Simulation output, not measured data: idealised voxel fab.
This is a process module. Its name is voxel self aligned contacts.
Shown is cross-section cut, with a width of 200 nm and square cells of size 5 nm.
A cross-section in this document is a grid of square cells, and it is written down as bands, the top band listed before the ones below it; a band is made up of one or more rows of cells. Each band's line starts with the height of the band's top and of its bottom, in nm. Then come its materials from left to right, each with its width in nm. One material with "everywhere" fills the band from edge to edge. "air" is empty space. Heights are expressed relative to 0, this being the level below which the as-received wafer comprises one material exclusively. The lowest band is unbounded in the downward direction and is denoted as in "0 and below". Think of "30->40" as a width that walks from the first number to the second as you go down the band, top row to bottom row, taking equal-sized steps from row to row. It should be understood that the words "all unchanged", when stated for a given step, signify that the cross-section underwent no change in any of its cells during that step. Heads up: "Completely enclosed voids" only lists the empty pockets with no open path to the top that are 8 cells or more, and it writes them as width x height at distance, distance from the left edge, in nm. On each step's line, the part that comes after the settings is the simulator's own comment on the step. Regarding "overlay nm": on a step with a mask, it is the distance the mask lay to the right of its planned place; a negative value places it to the left.
Steps planned for the process
1 op RECEIVE | material Si
2 op CONFORMAL_DEP | material SiO2 | thk nm 5
3 op DIRECTIONAL_DEP | material polySi | thk nm 30
4 op DIRECTIONAL_DEP | material SiN | thk nm 20
5 op DIRECTIONAL_DEP | material aC | thk nm 15
6 op PATTERN | tone cover | mask id GATE | material resist | width nm 35 | pitch nm 60 | thk nm 35 | overlay nm 0
7 op DIRECTIONAL_ETCH | etch materials aC | depth nm 15
8 op STRIP | etch materials resist
9 op DIRECTIONAL_ETCH | etch materials SiN | depth nm 20
10 op DIRECTIONAL_ETCH | etch materials polySi | depth nm 30
11 op STRIP | etch materials aC
12 op CONFORMAL_DEP | material SiN | thk nm 5
13 op DIRECTIONAL_ETCH | etch materials SiN | depth nm 5
14 op FILL_DEP | material SiO2 | thk nm 15
15 op CMP | height nm 60
16 op MASKED_ETCH | tone open | mask id CONTACT | width nm 35 | pitch nm 60 | etch materials SiO2 | depth nm 60 | overlay nm 0
17 op CONFORMAL_DEP | material TiN | thk nm 5
18 op FILL_DEP | material Ru | thk nm 10
19 op CMP | height nm 60
20 op CONFORMAL_DEP | material SiCN | thk nm 5
Don't read the plan's width nm for step 16 as applying to every wafer: that's the first wafer's value, and the wafers differ in it, though they all start identical.
Step 1 complete: as-received cross-section of the first of several wafers
  0 and below | Si everywhere
  Completely enclosed voids: none
Gained (+) or lost (-) cells of each material since receipt, then closed voids: one row per wafer, at the end of the module
width nm 35, +22 Ru, +40 SiCN, +144 SiN, +130 SiO2, +58 TiN, +126 polySi, Completely enclosed voids: none
width nm 40, +22 Ru, +40 SiCN, +144 SiN, +128 SiO2, +60 TiN, +126 polySi, Completely enclosed voids: none
width nm 45, +22 Ru, +40 SiCN, +144 SiN, +126 SiO2, +62 TiN, +126 polySi, Completely enclosed voids: none
